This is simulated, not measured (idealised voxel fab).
This is a process module. Its name is voxel gate over fins.
Shown is cross-section cut, with a width of 190 nm and square cells of size 5 nm.
Cross-section layout: square cells on a grid; listed as bands, top to bottom; a band spans one or more cell rows. It is stipulated that each band's entry specify, in nanometres, the height of the top of the band and then that of its bottom, followed by the materials of the band in left-to-right sequence, each together with its width in nanometres. A single material marked by the word "all across" is understood to fill the band from edge to edge; the word "empty" is understood to denote empty space. It should be noted that heights are counted from 0, beneath which the wafer as supplied is of one material throughout, and that the lowest band possesses no lower boundary but continues downward, as written in "0 and below". Width: "30..40" (first number = top row, second number = bottom row, same change from row to row of cells). "stayed the same" for a step: no cell of the cross-section changed in that step. Heads up: "Trapped void list" only lists the empty pockets with no open path to the top that are 8 cells or more, and it writes them as width x height at distance, distance from the left edge, in nm. It should be noted that, on the line of a given step, the content following the step's settings is a remark produced by the simulator itself with respect to that step. Among the settings permitted on a step's line is "overlay nm"; applied to a step with a mask, it specifies the extent to which the mask lay to the right of its planned position, whereas a negative figure signifies a position to the left.

### plan
1,RECEIVE: material Si
2,CONFORMAL_DEP: material SiN, thk nm 10
3,MASKED_ETCH: tone cover, mask id FINS, width nm 15, pitch nm 50, etch materials SiN, depth nm 10, overlay nm 0
4,MASKED_ETCH: tone cover, mask id FINS, width nm 15, pitch nm 50, etch materials Si, depth nm 35, overlay nm 0
5,OXIDIZE: depth nm 5
6,FILL_DEP: material SiO2, thk nm 15
7,CMP: height nm 10
8,PATTERN: tone open, mask id RAIL, material resist, width nm 15, thk nm 15, overlay nm 0
9,DIRECTIONAL_ETCH: etch materials SiO2, depth nm 40
10,STRIP: etch materials resist
11,CONFORMAL_DEP: material TiN, thk nm 5
12,FILL_DEP: material Ru, thk nm 10
13,CMP: height nm 10
14,SELECTIVE_ETCH: etch materials W Ru TiN, depth nm 30
15,FILL_DEP: material SiO2, thk nm 5
16,CMP: height nm 10
17,SELECTIVE_ETCH: etch materials SiO2, depth nm 25
18,STRIP: etch materials SiN
19,CONFORMAL_DEP: material HfO2, thk nm 5
20,CONFORMAL_DEP: material TiN, thk nm 5
21,CONFORMAL_DEP: material TiAl, thk nm 5
22,CONFORMAL_DEP: material TiN, thk nm 5
23,FILL_DEP: material W, thk nm 10
24,CMP: height nm 25
25,CONFORMAL_DEP: material SiN, thk nm 5

### Received-state cross-section, reflecting completion of step 1
* 0 and below: Si all across
* Trapped void list: none

### Final cross-section, module run with one mistake (start and plan as above)
* 30 down to 25: TiAl all across
* 25 down to 20: W all across
* 20 down to 15: W 45 / TiN 45 / W 5 / TiN 45 / W 50
* 15 down to 10: W 45 / TiN 5 / TiAl 35 / TiN 5 / W 5 / TiN 5 / TiAl 35 / TiN 5 / W 50
* 10 down to 5: W 45 / TiN 5 / TiAl 5 / TiN 25 / TiAl 5 / TiN 5 / W 5 / TiN 5 / TiAl 5 / TiN 25 / TiAl 5 / TiN 5 / W 50
* 5 down to 0: TiN 50 / TiAl 5 / TiN 5 / HfO2 15 / TiN 5 / TiAl 5 / TiN 15 / TiAl 5 / TiN 5 / HfO2 15 / TiN 5 / TiAl 5 / TiN 55
* 0 down to -5: TiAl 55 / TiN 5 / HfO2 5 / Si 5 / HfO2 5 / TiN 5 / TiAl 25 / TiN 5 / HfO2 5 / Si 5 / HfO2 5 / TiN 5 / TiAl 60
* -5 down to -10: TiN 60 / HfO2 5 / Si 5 / HfO2 5 / TiN 35 / HfO2 5 / Si 5 / HfO2 5 / TiN 65
* -10 down to -15: HfO2 65 / Si 5 / HfO2 45 / Si 5 / HfO2 70
* -15 down to -20: SiO2 65 / Si 5 / SiO2 45 / Si 5 / SiO2 70
* -20 down to -25: SiO2 65 / Si 5 / SiO2 15 / TiN 5 / Ru 5 / TiN 5 / SiO2 15 / Si 5 / SiO2 70
* -25 down to -30: SiO2 65 / Si 5 / SiO2 15 / TiN 15 / SiO2 15 / Si 5 / SiO2 70
* -30 down to -40: SiO2 65 / Si 5 / SiO2 45 / Si 5 / SiO2 70
* -40 and below: Si all across
* Trapped void list: none
Run error: step 25 did not happen as planned, as run it was CONFORMAL_DEP: material TiAl, thk nm 5
